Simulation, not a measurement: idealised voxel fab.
The following process module bears the name voxel capacitor over wiring.
Section cut is 155 nm wide and gridded with 5 nm square cells.
In what follows, cross-sections appear as grids of square cells, described through bands that run from the top down, where every band is one or more rows of cells.
This entry defines a band. It first specifies the height of the band's top and the height of its bottom in nm, and then specifies the band's materials from left to right, stating each material with its width in nm. The word "all across" identifies a single material that fills the band from edge to edge, while the word "blank" identifies empty space.
It should be noted that heights are counted from 0, beneath which the wafer as supplied is of one material throughout, and that the lowest band possesses no lower boundary but continues downward, as written in "0..down".
Quick explanation for "30 to 40": the width changes in equal steps down the rows of cells, from the first number in the band's top row to the second number in its bottom row.
"no modification" for a step: no cell of the cross-section changed in that step.
Under "Enclosed void listing" you'll find the enclosed gaps, the ones with no way out to the top, that are 8 cells or bigger; each reads width x height at distance, with distance counted from the left edge, everything in nm.
Heads up: the bit after the settings on a step's line is the simulator's remark on that step.
The optional step-line setting "overlay nm" applies to steps with a mask and quantifies how far to the right of its planned location the mask lay, a negative value indicating leftward placement.
Planned step list for the process:
step 1: RECEIVE, material Si
step 2: CONFORMAL_DEP, material SiO2, thk nm 10
step 3: CONFORMAL_DEP, material SiN, thk nm 5
step 4: DIRECTIONAL_DEP, material SiO2, thk nm 25
step 5: DIRECTIONAL_DEP, material aC, thk nm 10
step 6: PATTERN, tone open, mask id METAL_1, material resist, width nm 25, pitch nm 80, thk nm 25, overlay nm 0
step 7: DIRECTIONAL_ETCH, etch materials aC, depth nm 10
step 8: STRIP, etch materials resist
step 9: DIRECTIONAL_ETCH, etch materials SiO2, depth nm 25
step 10: DIRECTIONAL_ETCH, etch materials SiN, depth nm 5
step 11: STRIP, etch materials aC
step 12: CONFORMAL_DEP, material TiN, thk nm 5
step 13: FILL_DEP, material Cu, thk nm 5
step 14: CMP, height nm 40
step 15: CONFORMAL_DEP, material SiCN, thk nm 5
step 16: DIRECTIONAL_DEP, material lowk, thk nm 15
step 17: DIRECTIONAL_DEP, material aC, thk nm 15
step 18: PATTERN, tone open, mask id PLUG_1, material resist, width nm 15, thk nm 30, overlay nm 0
step 19: DIRECTIONAL_ETCH, etch materials aC, depth nm 15
step 20: STRIP, etch materials resist
step 21: DIRECTIONAL_ETCH, etch materials lowk, depth nm 15
step 22: DIRECTIONAL_ETCH, etch materials SiCN, depth nm 5
step 23: STRIP, etch materials aC
step 24: EPI, material Ru, thk nm 10
step 25: EPI, material Ru, thk nm 10
step 26: DIRECTIONAL_DEP, material TiN, thk nm 5
step 27: DIRECTIONAL_DEP, material Al2O3, thk nm 5
step 28: DIRECTIONAL_DEP, material TiN, thk nm 5
step 29: PATTERN, tone cover, mask id UPPER_PLATE, material resist, width nm 60, thk nm 15, overlay nm 0
step 30: DIRECTIONAL_ETCH, etch materials TiN, depth nm 5
step 31: DIRECTIONAL_ETCH, etch materials Al2O3, depth nm 5
step 32: STRIP, etch materials resist
step 33: MASKED_ETCH, tone cover, mask id LOWER_PLATE, width nm 70, etch materials TiN, depth nm 5, overlay nm -15
step 34: FILL_DEP, material SiO2, thk nm 15
step 35: CMP, height nm 85
step 36: PATTERN, tone open, mask id PLUG_2, material resist, width nm 15, thk nm 15, overlay nm 0
step 37: DIRECTIONAL_ETCH, etch materials SiO2, depth nm 10
step 38: STRIP, etch materials resist
step 39: CONFORMAL_DEP, material TiN, thk nm 5
step 40: FILL_DEP, material W, thk nm 5
step 41: CMP, height nm 85
step 42: CONFORMAL_DEP, material SiN, thk nm 5
The wafers in this document start out alike and differ in the overlay nm applied at step 33; the plan shows the value used for the first wafer.
The first of several wafers, as received after step 1, seen in section:
> 0..down  Si all across
> Enclosed void listing: none
Wafer cross-section (first of several) - module end, post step 42 (last step):
> 90..85  SiN all across
> 85..80  45 SiO2 / 5 TiN / 5 W / 5 TiN / 95 SiO2
> 80..70  45 to 35 SiO2 / 15 to 50 TiN / 95 to 70 SiO2
> 70..65  35 SiO2 / 60 Al2O3 / 60 SiO2
> 65..60  15 SiO2 / 80 TiN / 60 SiO2
> 60..45  35 lowk / 15 Ru / 105 lowk
> 45..40  35 SiCN / 15 Ru / 105 SiCN
> 40..15  25 SiO2 / 5 TiN / 15 Cu / 5 TiN / 55 SiO2 / 5 TiN / 15 Cu / 5 TiN / 25 SiO2
> 15..10  25 SiN / 25 TiN / 55 SiN / 25 TiN / 25 SiN
> 10..0  SiO2 all across
> 0..down  Si all across
> Enclosed void listing: none
Last wafer x-sec, end of module:
> 90..85  SiN all across
> 85..80  45 SiO2 / 5 TiN / 5 W / 5 TiN / 95 SiO2
> 80..70  45 SiO2 / 15 to 50 TiN / 95 to 60 SiO2
> 70..65  35 SiO2 / 60 Al2O3 / 60 SiO2
> 65..60  35 SiO2 / 80 TiN / 40 SiO2
> 60..45  35 lowk / 15 Ru / 105 lowk
> 45..40  35 SiCN / 15 Ru / 105 SiCN
> 40..15  25 SiO2 / 5 TiN / 15 Cu / 5 TiN / 55 SiO2 / 5 TiN / 15 Cu / 5 TiN / 25 SiO2
> 15..10  25 SiN / 25 TiN / 55 SiN / 25 TiN / 25 SiN
> 10..0  SiO2 all across
> 0..down  Si all across
> Enclosed void listing: none
Below, a row for every wafer. Read it as the end-of-module picture: for each material the wafer shows its cells gained (+) or lost (-) since it was received, and then its closed voids:
overlay nm -15; +12 Al2O3; +30 Cu; +12 Ru; +28 SiCN; +52 SiN; +278 SiO2; +61 TiN; +1 W; +84 lowk; Enclosed void listing: none
overlay nm -10; +12 Al2O3; +30 Cu; +12 Ru; +28 SiCN; +52 SiN; +278 SiO2; +61 TiN; +1 W; +84 lowk; Enclosed void listing: none
overlay nm -5; +12 Al2O3; +30 Cu; +12 Ru; +28 SiCN; +52 SiN; +278 SiO2; +61 TiN; +1 W; +84 lowk; Enclosed void listing: none
overlay nm 0; +12 Al2O3; +30 Cu; +12 Ru; +28 SiCN; +52 SiN; +278 SiO2; +61 TiN; +1 W; +84 lowk; Enclosed void listing: none
overlay nm 5; +12 Al2O3; +30 Cu; +12 Ru; +28 SiCN; +52 SiN; +278 SiO2; +61 TiN; +1 W; +84 lowk; Enclosed void listing: none
overlay nm 10; +12 Al2O3; +30 Cu; +12 Ru; +28 SiCN; +52 SiN; +278 SiO2; +61 TiN; +1 W; +84 lowk; Enclosed void listing: none
overlay nm 15; +12 Al2O3; +30 Cu; +12 Ru; +28 SiCN; +52 SiN; +278 SiO2; +61 TiN; +1 W; +84 lowk; Enclosed void listing: none
